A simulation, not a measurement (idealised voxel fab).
Presented below is a process module, voxel wiring stack.
Square cell edge 5 nm, section width 175 nm, ID cut.
Cross-section = grid of square cells, listed top down in bands; band = one or more rows. Basically the band line says how high the top is and how high the bottom is, in nm, and then what's in it from left to right, every material with its width in nm. Empty space shows up as "blank", and if a single material carries "throughout" it runs the full band edge to edge. The reference from which all heights are counted is 0, the level beneath which the as-received wafer is entirely one material; the lowest band, having no lower bound, proceeds downward and is written after the example "0 and below". A width given as "30..40" starts at the first number in the band's top row and ends at the second number in its bottom row, shifting by an equal amount at every step from row to row. When a step is marked "left unchanged", none of the cells in the cross-section changed during that step. Each empty space that has no open way to the top and spans at least 8 cells appears under "Voids, enclosed" as width x height at distance, the distance counted from the left edge, all in nm. On a step's line, text after the settings is the simulator commenting on that step. Each step line may optionally specify "overlay nm", which for a step with a mask gives the rightward distance between the mask's planned place and where it lay, a negative value indicating the leftward direction.
-- The process steps that were planned are listed below
1,RECEIVE (material Si)
2,CONFORMAL_DEP (material SiO2; thk nm 15)
3,DIRECTIONAL_DEP (material TiN; thk nm 5)
4,DIRECTIONAL_DEP (material W; thk nm 15)
5,DIRECTIONAL_DEP (material aC; thk nm 10)
6,PATTERN (tone cover; mask id METAL_1; material resist; width nm 25; pitch nm 55; thk nm 25; overlay nm 0)
7,DIRECTIONAL_ETCH (etch materials aC; depth nm 10)
8,STRIP (etch materials resist)
9,DIRECTIONAL_ETCH (etch materials W; depth nm 15)
10,DIRECTIONAL_ETCH (etch materials TiN; depth nm 5)
11,STRIP (etch materials aC)
12,CONFORMAL_DEP (material SiCN; thk nm 5)
13,FILL_DEP (material SiO2; thk nm 5)
14,CMP (height nm 35)
15,CONFORMAL_DEP (material SiCN; thk nm 5)
16,DIRECTIONAL_DEP (material lowk; thk nm 30)
17,MASKED_ETCH (tone open; mask id METAL_2_HOLES; width nm 15; etch materials lowk; depth nm 30; overlay nm -15)
18,MASKED_ETCH (tone open; mask id METAL_2; width nm 25; pitch nm 55; etch materials lowk; depth nm 20; overlay nm 0)
19,MASKED_ETCH (tone open; mask id METAL_2; width nm 25; pitch nm 55; etch materials SiCN; depth nm 5; overlay nm 0)
20,CONFORMAL_DEP (material TiN; thk nm 5)
21,FILL_DEP (material Cu; thk nm 10)
22,CMP (height nm 70)
23,CONFORMAL_DEP (material SiN; thk nm 5)
For clarity, it should be stated that the wafers under discussion commence in an identical condition and differ with respect to the overlay nm of step 17, the plan indicating the value that the first wafer had.
-- First of several wafers, received after step 1, in cross-section
* 0 and below | Si throughout
* Voids, enclosed: none
-- What follows is a table in which each wafer occupies a row; for the wafer as it stands at the close of the module, the row states, material by material, how many cells have been gained (+) or lost (-) since receipt, and then gives its closed voids
overlay nm -15 | +29 Cu | +72 SiCN | +35 SiN | +168 SiO2 | +39 TiN | +30 W | +152 lowk | Voids, enclosed: none
overlay nm -10 | +26 Cu | +71 SiCN | +35 SiN | +168 SiO2 | +39 TiN | +30 W | +156 lowk | Voids, enclosed: none
overlay nm -5 | +23 Cu | +70 SiCN | +35 SiN | +168 SiO2 | +39 TiN | +30 W | +160 lowk | Voids, enclosed: none
overlay nm 0 | +21 Cu | +69 SiCN | +35 SiN | +168 SiO2 | +38 TiN | +30 W | +164 lowk | Voids, enclosed: none
overlay nm 5 | +21 Cu | +69 SiCN | +35 SiN | +168 SiO2 | +38 TiN | +30 W | +164 lowk | Voids, enclosed: none
overlay nm 10 | +21 Cu | +69 SiCN | +35 SiN | +168 SiO2 | +38 TiN | +30 W | +164 lowk | Voids, enclosed: none
overlay nm 15 | +23 Cu | +70 SiCN | +35 SiN | +168 SiO2 | +39 TiN | +30 W | +160 lowk | Voids, enclosed: none
